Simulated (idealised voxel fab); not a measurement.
The process module that follows is named voxel wiring stack.
This is section cut - it's 255 nm across, gridded in 5 nm square cells.
How to read a cross-section here: the picture is a grid of square cells, written as bands going from the top down, and any band can span one or more rows of cells.
Heads up on the band format: heights come first, top then bottom, in nm. After that it's the materials left to right, each with its width in nm. A single material flagged "everywhere" fills the whole band edge to edge, and "blank" means there's empty space there.
Measure heights from 0. That's the level where, below it, the as-received wafer is all one material. The lowest band is bottomless and extends downward; write it as in "0 nm and below".
With a width like "30 to 40", each row of cells in the band differs from the next by the same amount, the top row carrying the first number and the bottom row the second.
Step marked "no alteration"? Then no cell in the cross-section changed in it.
If an empty space has no open way to the top and is at least 8 cells in size, "Enclosed internal voids" lists it, written width x height at distance, where distance is measured from the left edge and every value is in nm.
Step line, after settings: the simulator's comment on this step.
For masked steps, "overlay nm" on the step line gives how far right of plan the mask actually lay; a minus sign means it lay to the left.
### The planned process steps are enumerated hereunder
1) RECEIVE [material Si]
2) CONFORMAL_DEP [material SiO2] [thk nm 15]
3) CONFORMAL_DEP [material SiN] [thk nm 5]
4) DIRECTIONAL_DEP [material SiO2] [thk nm 15]
5) DIRECTIONAL_DEP [material aC] [thk nm 15]
6) PATTERN [tone open] [mask id METAL_1] [material resist] [width nm 20] [pitch nm 35] [thk nm 35] [overlay nm 0]
7) DIRECTIONAL_ETCH [etch materials aC] [depth nm 15]
8) STRIP [etch materials resist]
9) DIRECTIONAL_ETCH [etch materials SiO2] [depth nm 15]
10) DIRECTIONAL_ETCH [etch materials SiN] [depth nm 5]
11) STRIP [etch materials aC]
12) CONFORMAL_DEP [material TiN] [thk nm 5]
13) FILL_DEP [material W] [thk nm 10]
14) CMP [height nm 35]
15) CONFORMAL_DEP [material SiCN] [thk nm 5]
16) DIRECTIONAL_DEP [material SiO2] [thk nm 15]
17) PATTERN [tone open] [mask id PLUG_1] [material resist] [width nm 15] [pitch nm 70] [thk nm 20] [overlay nm 0]
18) DIRECTIONAL_ETCH [etch materials SiO2] [depth nm 15]
19) DIRECTIONAL_ETCH [etch materials SiCN] [depth nm 5]
20) STRIP [etch materials resist]
21) CONFORMAL_DEP [material TiN] [thk nm 5]
22) FILL_DEP [material Ru] [thk nm 10]
23) CMP [height nm 55]
24) DIRECTIONAL_DEP [material TiN] [thk nm 5]
25) DIRECTIONAL_DEP [material Ru] [thk nm 15]
26) MASKED_ETCH [tone cover] [mask id METAL_2] [width nm 20] [pitch nm 35] [etch materials Ru] [depth nm 15] [overlay nm 0]
27) MASKED_ETCH [tone cover] [mask id METAL_2] [width nm 20] [pitch nm 35] [etch materials TiN] [depth nm 5] [overlay nm 0]
28) FILL_DEP [material SiO2] [thk nm 5]
29) CMP [height nm 75]
30) CONFORMAL_DEP [material SiCN] [thk nm 5]
31) DIRECTIONAL_DEP [material SiO2] [thk nm 20]
32) DIRECTIONAL_DEP [material aC] [thk nm 10]
33) PATTERN [tone open] [mask id METAL_3] [material resist] [width nm 20] [pitch nm 35] [thk nm 30] [overlay nm 0]
34) DIRECTIONAL_ETCH [etch materials aC] [depth nm 10]
35) STRIP [etch materials resist]
36) DIRECTIONAL_ETCH [etch materials SiO2] [depth nm 20]
37) STRIP [etch materials aC]
38) PATTERN [tone open] [mask id METAL_3_HOLES] [material resist] [width nm 15] [pitch nm 70] [thk nm 20] [overlay nm 0]
39) DIRECTIONAL_ETCH [etch materials SiO2] [depth nm 10]
40) DIRECTIONAL_ETCH [etch materials SiCN] [depth nm 5]
41) STRIP [etch materials resist]
42) CONFORMAL_DEP [material TiN] [thk nm 5]
43) FILL_DEP [material Cu] [thk nm 5]
44) CMP [height nm 110]
45) CONFORMAL_DEP [material SiN] [thk nm 5]
Across this set of wafers, the varied parameter is the thk nm of step 31. Starting conditions are identical for every wafer, and the plan reports the value assigned to the first wafer.
### First wafer of several, as received: cross-section after step 1
0 nm and below = Si everywhere
Enclosed internal voids: none
### Once step 45, the last step, is complete, the module is at its end; this is the cross-section of the first of several wafers
115 nm to 110 nm = SiN everywhere
110 nm to 105 nm = Cu everywhere
105 nm to 100 nm = TiN (70) | Cu (10) | TiN (25) | Cu (10) | TiN (25) | Cu (10) | TiN (25) | Cu (10) | TiN (70)
100 nm to 85 nm = SiO2 (65) | TiN (5) | Cu (10) | TiN (5) | SiO2 (15) | TiN (5) | Cu (10) | TiN (5) | SiO2 (15) | TiN (5) | Cu (10) | TiN (5) | SiO2 (15) | TiN (5) | Cu (10) | TiN (5) | SiO2 (65)
85 nm to 80 nm = SiO2 (65) | TiN (5) | Cu (5) | TiN (10) | SiO2 (15) | TiN (20) | SiO2 (15) | TiN (5) | Cu (5) | TiN (10) | SiO2 (15) | TiN (20) | SiO2 (65)
80 nm to 75 nm = SiCN (65) | TiN (15) | SiCN (55) | TiN (15) | SiCN (105)
75 nm to 60 nm = SiO2 (65) | Ru (20) | SiO2 (15) | Ru (20) | SiO2 (15) | Ru (20) | SiO2 (15) | Ru (20) | SiO2 (65)
60 nm to 55 nm = SiO2 (65) | TiN (20) | SiO2 (15) | TiN (20) | SiO2 (15) | TiN (20) | SiO2 (15) | TiN (20) | SiO2 (65)
55 nm to 40 nm = SiO2 (65) | TiN (5) | Ru (5) | TiN (5) | SiO2 (55) | TiN (5) | Ru (5) | TiN (5) | SiO2 (105)
40 nm to 35 nm = SiCN (65) | TiN (15) | SiCN (55) | TiN (15) | SiCN (105)
35 nm to 20 nm = SiO2 (65) | TiN (5) | W (10) | TiN (5) | SiO2 (15) | TiN (5) | W (10) | TiN (5) | SiO2 (15) | TiN (5) | W (10) | TiN (5) | SiO2 (15) | TiN (5) | W (10) | TiN (5) | SiO2 (65)
20 nm to 15 nm = SiN (65) | TiN (20) | SiN (15) | TiN (20) | SiN (15) | TiN (20) | SiN (15) | TiN (20) | SiN (65)
15 nm to 0 nm = SiO2 everywhere
0 nm and below = Si everywhere
Enclosed internal voids: none
### Here's the last wafer cross-sectioned at the end of the module
115 nm to 110 nm = SiN everywhere
110 nm to 105 nm = SiO2 (65) | TiN (5) | Cu (5) | TiN (10) | SiO2 (15) | TiN (20) | SiO2 (15) | TiN (5) | Cu (5) | TiN (10) | SiO2 (15) | TiN (20) | SiO2 (65)
105 nm to 100 nm = SiO2 (65) | TiN (5) | Cu (5) | TiN (5) | SiO2 (55) | TiN (5) | Cu (5) | TiN (5) | SiO2 (105)
100 nm to 95 nm = SiO2 (65) | TiN (15) | SiO2 (55) | TiN (15) | SiO2 (105)
95 nm to 80 nm = SiO2 everywhere
80 nm to 75 nm = SiCN everywhere
75 nm to 60 nm = SiO2 (65) | Ru (20) | SiO2 (15) | Ru (20) | SiO2 (15) | Ru (20) | SiO2 (15) | Ru (20) | SiO2 (65)
60 nm to 55 nm = SiO2 (65) | TiN (20) | SiO2 (15) | TiN (20) | SiO2 (15) | TiN (20) | SiO2 (15) | TiN (20) | SiO2 (65)
55 nm to 40 nm = SiO2 (65) | TiN (5) | Ru (5) | TiN (5) | SiO2 (55) | TiN (5) | Ru (5) | TiN (5) | SiO2 (105)
40 nm to 35 nm = SiCN (65) | TiN (15) | SiCN (55) | TiN (15) | SiCN (105)
35 nm to 20 nm = SiO2 (65) | TiN (5) | W (10) | TiN (5) | SiO2 (15) | TiN (5) | W (10) | TiN (5) | SiO2 (15) | TiN (5) | W (10) | TiN (5) | SiO2 (15) | TiN (5) | W (10) | TiN (5) | SiO2 (65)
20 nm to 15 nm = SiN (65) | TiN (20) | SiN (15) | TiN (20) | SiN (15) | TiN (20) | SiN (15) | TiN (20) | SiN (65)
15 nm to 0 nm = SiO2 everywhere
0 nm and below = Si everywhere
Enclosed internal voids: none
### Below, a row for every wafer. Read it as the end-of-module picture: for each material the wafer shows its cells gained (+) or lost (-) since it was received, and then its closed voids
thk nm 20, +85 Cu, +54 Ru, +90 SiCN, +86 SiN, +673 SiO2, +161 TiN, +24 W, Enclosed internal voids: none
thk nm 25, +36 Cu, +54 Ru, +90 SiCN, +86 SiN, +718 SiO2, +165 TiN, +24 W, Enclosed internal voids: none
thk nm 30, +30 Cu, +54 Ru, +90 SiCN, +86 SiN, +763 SiO2, +126 TiN, +24 W, Enclosed internal voids: none
thk nm 35, +20 Cu, +54 Ru, +96 SiCN, +86 SiN, +779 SiO2, +114 TiN, +24 W, Enclosed internal voids: none
thk nm 40, +12 Cu, +54 Ru, +96 SiCN, +86 SiN, +795 SiO2, +106 TiN, +24 W, Enclosed internal voids: none
thk nm 45, +4 Cu, +54 Ru, +96 SiCN, +86 SiN, +811 SiO2, +98 TiN, +24 W, Enclosed internal voids: none
